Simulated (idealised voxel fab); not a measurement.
Module name: voxel air gaps (process module)
Square cell edge 5 nm, section width 235 nm, ID cut.
For the purposes of this document, a cross-section shall be understood as a grid of square cells, specified as bands listed in top-to-bottom order, each band consisting of one or more rows of cells.
A band entry consists of two parts. The first gives the height of the band's top and the height of its bottom, in nm. The rest lists the band's materials from left to right, each with its width in nm. A single material labelled with the word "all across" fills the band from edge to edge, and the word "blank" marks empty space.
Heights are reckoned from 0. Under this level, the received wafer is all of one material. The bottommost band is open-ended downward, for example "from 0 down".
Width spec "30 to 40" -> top row of cells at first value, bottom row at second value, equal per-row change in between.
The cross-section has no changed cell in any step marked "all unchanged".
"Encapsulated voids": empty spaces of 8 cells or more with no open way to the top, each given as width x height at distance, distance from the left edge, all in nm.
Past the settings on a step's line: simulator remark, on that step.
overlay nm: mask offset rightward from planned place, masked step; negative means leftward offset.

These are the steps we planned for the process:
step 1: RECEIVE: material Si
step 2: CONFORMAL_DEP: material SiO2, thk nm 10
step 3: CONFORMAL_DEP: material SiCN, thk nm 5
step 4: DIRECTIONAL_DEP: material SiO2, thk nm 40
step 5: MASKED_ETCH: tone open, mask id LINES, width nm 20, pitch nm 45, etch materials SiO2, depth nm 40, overlay nm 0
step 6: CONFORMAL_DEP: material TiN, thk nm 5
step 7: FILL_DEP: material W, thk nm 5
step 8: CMP: height nm 55
step 9: EPI: material Ru, thk nm 10
step 10: SELECTIVE_ETCH: etch materials SiO2, depth nm 50
step 11: CONFORMAL_DEP: material SiCN, thk nm 5

Cross-section of the wafer upon arrival, representing the state reached after step 1:
  from 0 down: Si all across
  Encapsulated voids: none

End state of the module in cross-section, given the above starting point and plan and one mistake in execution:
  from 70 to 55: 25 of blank | 185 of Ru | 25 of blank
  from 55 to 50: 25 of blank | 15 of Ru | 5 of TiN | 10 of W | 5 of TiN | 25 of Ru | 5 of TiN | 10 of W | 5 of TiN | 25 of Ru | 5 of TiN | 10 of W | 5 of TiN | 25 of Ru | 5 of TiN | 10 of W | 5 of TiN | 15 of Ru | 25 of blank
  from 50 to 20: 35 of blank | 5 of Ru | 5 of TiN | 10 of W | 5 of TiN | 5 of Ru | 15 of blank | 5 of Ru | 5 of TiN | 10 of W | 5 of TiN | 5 of Ru | 15 of blank | 5 of Ru | 5 of TiN | 10 of W | 5 of TiN | 5 of Ru | 15 of blank | 5 of Ru | 5 of TiN | 10 of W | 5 of TiN | 5 of Ru | 35 of blank
  from 20 to 15: 40 of Ru | 20 of TiN | 25 of Ru | 20 of TiN | 25 of Ru | 20 of TiN | 25 of Ru | 20 of TiN | 40 of Ru
  from 15 to 10: SiCN all across
  from 10 to 0: SiO2 all across
  from 0 down: Si all across
  Encapsulated voids: 15 x 30 at 65; 15 x 30 at 110; 15 x 30 at 155
Misprocessing identified: step 11, actual vs plan mismatch, actual run CONFORMAL_DEP: material Ru, thk nm 5
